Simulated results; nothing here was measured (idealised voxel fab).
Module name: voxel double patterning (process module)
Section cut is 265 nm wide and gridded with 5 nm square cells.
A cross-section is written here as square cells arranged in a grid, and it is given in bands from the top down, each band taking up one or more rows of cells.
What a band's entry tells you: where the top is and where the bottom is, as heights in nm, and after that what lies inside, material by material from left to right, each with its width in nm. Empty space is written as the word "blank", and a single material marked with the word "edge to edge" occupies the band from edge to edge.
Heights are measured from 0, the level below which the as-received wafer is all one material; the lowest band has no bottom and continues downward, written as in "z 0 and below".
You'd read "30 to 40" like this: the band's top row of cells is as wide as the first number, its bottom row is as wide as the second, and going down, every row changes width by the same amount as the row before did.
It should be understood that the words "nothing was modified", when stated for a given step, signify that the cross-section underwent no change in any of its cells during that step.
"Closed internal cavities" contains a list of empty spaces, each no smaller than 8 cells and without an open way to the top, written in the form width x height at distance with the distance from the left edge and all three in nm.
Text after the settings on a step's line: the simulator's own remark on that step.
What "overlay nm" on a step's line means: if the step has a mask, that mask lay this far to the right of its planned place, or, when the value is negative, to the left.

### Set out below are the planned steps of the process
1. RECEIVE with material Si
2. CONFORMAL_DEP with material SiO2, thk nm 10
3. DIRECTIONAL_DEP with material W, thk nm 20
4. DIRECTIONAL_DEP with material SiCN, thk nm 10
5. DIRECTIONAL_DEP with material aC, thk nm 10
6. PATTERN with tone open, mask id FIRST, material resist, width nm 15, pitch nm 50, thk nm 30, overlay nm 0
7. DIRECTIONAL_ETCH with etch materials aC, depth nm 10
8. STRIP with etch materials resist
9. DIRECTIONAL_ETCH with etch materials SiCN, depth nm 10
10. STRIP with etch materials aC
11. MASKED_ETCH with tone open, mask id SECOND, width nm 15, etch materials SiCN, depth nm 10, overlay nm 0
12. DIRECTIONAL_ETCH with etch materials W, depth nm 20
13. STRIP with etch materials SiCN

### Delivered wafer in cross-section: state after step 1
> z 0 and below = Si edge to edge
> Closed internal cavities: none

### Here's the wafer cut in cross-section after the module, started and planned just like above, except one thing was done wrong in the run
> z 30 to 10 = W: 95 / blank: 15 / W: 15 / blank: 15 / W: 5 / blank: 15 / W: 105
> z 10 to 0 = SiO2 edge to edge
> z 0 and below = Si edge to edge
> Closed internal cavities: none
It is concluded that the wafer was processed incorrectly with respect to the plan, in that step 6: run off-plan, actual operation and settings PATTERN with tone open, mask id FIRST, material resist, width nm 15, pitch nm 50, thk nm 30, overlay nm -5
